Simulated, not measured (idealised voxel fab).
Herein follows the process module entitled voxel spacer lines.
Square cell edge 5 nm, section width 225 nm, ID cut.
In this document a cross-section is written as a grid of square cells. It is given as a series of bands, listed from the top down, and a band is one or more rows of cells. Top, bottom (nm), then materials left to right with widths (nm); lone material tagged "throughout" fills the whole band edge to edge; "air" = empty space. Beneath 0, the wafer as received is one material, and that level is where height counting begins. The lowest band goes on downward without a bottom; it is written like "top 0, no bottom". The expression "30 to 40" gives the width at the extremes of the band, the first number at its top row of cells and the second at its bottom row, with the width changing by equal amounts from each row to the next in between. "no change occurred" means the step left every cell of the cross-section as it was. Reported under the label "Sealed voids" are the empty spaces having no open way to the top and comprising 8 cells or more; the notation for each is width x height at distance, in which the distance is measured from the left edge and all three values are in nm. Whatever follows a step's settings on its line is a remark the simulator itself makes about that step. On any step carrying a mask, the "overlay nm" setting, if present on the step's line, tells how far right of its planned place the mask lay; negative values point to the left.
## Process steps - plan
1) op RECEIVE | material Si
2) op CONFORMAL_DEP | material Al2O3 | thk nm 10
3) op DIRECTIONAL_DEP | material TiN | thk nm 10
4) op DIRECTIONAL_DEP | material aC | thk nm 25
5) op PATTERN | tone cover | mask id MANDREL | material resist | width nm 25 | pitch nm 70 | thk nm 35 | overlay nm 0
6) op DIRECTIONAL_ETCH | etch materials aC | depth nm 25
7) op STRIP | etch materials resist
8) op CONFORMAL_DEP | material SiO2 | thk nm 10
9) op DIRECTIONAL_ETCH | etch materials SiO2 | depth nm 10
10) op STRIP | etch materials aC
11) op DIRECTIONAL_ETCH | etch materials TiN | depth nm 10
12) op STRIP | etch materials SiO2
13) op FILL_DEP | material lowk | thk nm 10
14) op CMP | height nm 20
## First of two wafers: run as planned
## Wafer at receipt (post step 1), cross-section
    top 0, no bottom = Si throughout
    Sealed voids: none
## Wafer xsec, post step 2
    top 10, bottom 0 = Al2O3 throughout
    Everything under 0 stays put, no change at all.
## Wafer xsec, post step 3
    top 20, bottom 10 = TiN throughout
    Everything under 10 stays put, no change at all.
## Wafer xsec, post step 4
    top 45, bottom 20 = aC throughout
    Everything under 20 stays put, no change at all.
## Wafer xsec, post step 5
    top 80, bottom 45 = 30 of air, 25 of resist, 45 of air, 25 of resist, 45 of air, 25 of resist, 30 of air
    Everything under 45 stays put, no change at all.
## Wafer xsec, post step 6
    top 55, bottom 45 = 30 of air, 25 of resist, 45 of air, 25 of resist, 45 of air, 25 of resist, 30 of air
    top 45, bottom 20 = 30 of air, 25 of aC, 45 of air, 25 of aC, 45 of air, 25 of aC, 30 of air
    Everything under 20 stays put, no change at all.
## Wafer xsec, post step 7
    top 45, bottom 20 = 30 of air, 25 of aC, 45 of air, 25 of aC, 45 of air, 25 of aC, 30 of air
    Everything under 20 stays put, no change at all.
## Wafer xsec, post step 8
    top 55, bottom 45 = 20 of air, 45 of SiO2, 25 of air, 45 of SiO2, 25 of air, 45 of SiO2, 20 of air
    top 45, bottom 30 = 20 of air, 10 of SiO2, 25 of aC, 10 of SiO2, 25 of air, 10 of SiO2, 25 of aC, 10 of SiO2, 25 of air, 10 of SiO2, 25 of aC, 10 of SiO2, 20 of air
    top 30, bottom 20 = 30 of SiO2, 25 of aC, 45 of SiO2, 25 of aC, 45 of SiO2, 25 of aC, 30 of SiO2
    Everything under 20 stays put, no change at all.
## Wafer xsec, post step 9
    top 45, bottom 20 = 20 of air, 10 of SiO2, 25 of aC, 10 of SiO2, 25 of air, 10 of SiO2, 25 of aC, 10 of SiO2, 25 of air, 10 of SiO2, 25 of aC, 10 of SiO2, 20 of air
    Everything under 20 stays put, no change at all.
## Wafer xsec, post step 10
    top 45, bottom 20 = 20 of air, 10 of SiO2, 25 of air, 10 of SiO2, 25 of air, 10 of SiO2, 25 of air, 10 of SiO2, 25 of air, 10 of SiO2, 25 of air, 10 of SiO2, 20 of air
    Everything under 20 stays put, no change at all.
## Wafer xsec, post step 11
    top 45, bottom 20 = 20 of air, 10 of SiO2, 25 of air, 10 of SiO2, 25 of air, 10 of SiO2, 25 of air, 10 of SiO2, 25 of air, 10 of SiO2, 25 of air, 10 of SiO2, 20 of air
    top 20, bottom 10 = 20 of air, 10 of TiN, 25 of air, 10 of TiN, 25 of air, 10 of TiN, 25 of air, 10 of TiN, 25 of air, 10 of TiN, 25 of air, 10 of TiN, 20 of air
    Everything under 10 stays put, no change at all.
## Wafer xsec, post step 12
    top 20, bottom 10 = 20 of air, 10 of TiN, 25 of air, 10 of TiN, 25 of air, 10 of TiN, 25 of air, 10 of TiN, 25 of air, 10 of TiN, 25 of air, 10 of TiN, 20 of air
    Everything under 10 stays put, no change at all.
## Wafer xsec, post step 13
    top 30, bottom 20 = lowk throughout
    top 20, bottom 10 = 20 of lowk, 10 of TiN, 25 of lowk, 10 of TiN, 25 of lowk, 10 of TiN, 25 of lowk, 10 of TiN, 25 of lowk, 10 of TiN, 25 of lowk, 10 of TiN, 20 of lowk
    Everything under 10 stays put, no change at all.
## Wafer xsec, post step 14
    top 20, bottom 10 = 20 of lowk, 10 of TiN, 25 of lowk, 10 of TiN, 25 of lowk, 10 of TiN, 25 of lowk, 10 of TiN, 25 of lowk, 10 of TiN, 25 of lowk, 10 of TiN, 20 of lowk
    Everything under 10 stays put, no change at all.
## The remaining wafer, second of the two, started like the first and was run to the same plan, except that one mistake was made along the way; the two coincide through step 4, inclusive
## Planned end of step 5: second wafer, cross-section
    top 80, bottom 45 = 35 of air, 25 of resist, 45 of air, 25 of resist, 45 of air, 25 of resist, 25 of air
    Everything under 45 stays put, no change at all.
## Planned end of step 6: second wafer, cross-section
    top 55, bottom 45 = 35 of air, 25 of resist, 45 of air, 25 of resist, 45 of air, 25 of resist, 25 of air
    top 45, bottom 20 = 35 of air, 25 of aC, 45 of air, 25 of aC, 45 of air, 25 of aC, 25 of air
    Everything under 20 stays put, no change at all.
## Planned end of step 7: second wafer, cross-section
    top 45, bottom 20 = 35 of air, 25 of aC, 45 of air, 25 of aC, 45 of air, 25 of aC, 25 of air
    Everything under 20 stays put, no change at all.
## Planned end of step 8: second wafer, cross-section
    top 55, bottom 45 = 25 of air, 45 of SiO2, 25 of air, 45 of SiO2, 25 of air, 45 of SiO2, 15 of air
    top 45, bottom 30 = 25 of air, 10 of SiO2, 25 of aC, 10 of SiO2, 25 of air, 10 of SiO2, 25 of aC, 10 of SiO2, 25 of air, 10 of SiO2, 25 of aC, 10 of SiO2, 15 of air
    top 30, bottom 20 = 35 of SiO2, 25 of aC, 45 of SiO2, 25 of aC, 45 of SiO2, 25 of aC, 25 of SiO2
    Everything under 20 stays put, no change at all.
## Planned end of step 9: second wafer, cross-section
    top 45, bottom 20 = 25 of air, 10 of SiO2, 25 of aC, 10 of SiO2, 25 of air, 10 of SiO2, 25 of aC, 10 of SiO2, 25 of air, 10 of SiO2, 25 of aC, 10 of SiO2, 15 of air
    Everything under 20 stays put, no change at all.
## Planned end of step 10: second wafer, cross-section
    top 45, bottom 20 = 25 of air, 10 of SiO2, 25 of air, 10 of SiO2, 25 of air, 10 of SiO2, 25 of air, 10 of SiO2, 25 of air, 10 of SiO2, 25 of air, 10 of SiO2, 15 of air
    Everything under 20 stays put, no change at all.
## Planned end of step 11: second wafer, cross-section
    top 45, bottom 20 = 25 of air, 10 of SiO2, 25 of air, 10 of SiO2, 25 of air, 10 of SiO2, 25 of air, 10 of SiO2, 25 of air, 10 of SiO2, 25 of air, 10 of SiO2, 15 of air
    top 20, bottom 10 = 25 of air, 10 of TiN, 25 of air, 10 of TiN, 25 of air, 10 of TiN, 25 of air, 10 of TiN, 25 of air, 10 of TiN, 25 of air, 10 of TiN, 15 of air
    Everything under 10 stays put, no change at all.
## Planned end of step 12: second wafer, cross-section
    top 20, bottom 10 = 25 of air, 10 of TiN, 25 of air, 10 of TiN, 25 of air, 10 of TiN, 25 of air, 10 of TiN, 25 of air, 10 of TiN, 25 of air, 10 of TiN, 15 of air
    Everything under 10 stays put, no change at all.
## Planned end of step 13: second wafer, cross-section
    top 30, bottom 20 = lowk throughout
    top 20, bottom 10 = 25 of lowk, 10 of TiN, 25 of lowk, 10 of TiN, 25 of lowk, 10 of TiN, 25 of lowk, 10 of TiN, 25 of lowk, 10 of TiN, 25 of lowk, 10 of TiN, 15 of lowk
    Everything under 10 stays put, no change at all.
## Planned end of step 14: second wafer, cross-section
    top 20, bottom 10 = 25 of lowk, 10 of TiN, 25 of lowk, 10 of TiN, 25 of lowk, 10 of TiN, 25 of lowk, 10 of TiN, 25 of lowk, 10 of TiN, 25 of lowk, 10 of TiN, 15 of lowk
    Everything under 10 stays put, no change at all.
Processing error: step 5 was processed under conditions differing from the plan, specifically as op PATTERN | tone cover | mask id MANDREL | material resist | width nm 25 | pitch nm 70 | thk nm 35 | overlay nm 5
In the final comparison it is observed that the number of cells assigned to each material is identical for the two wafers, whereas their placement is not.
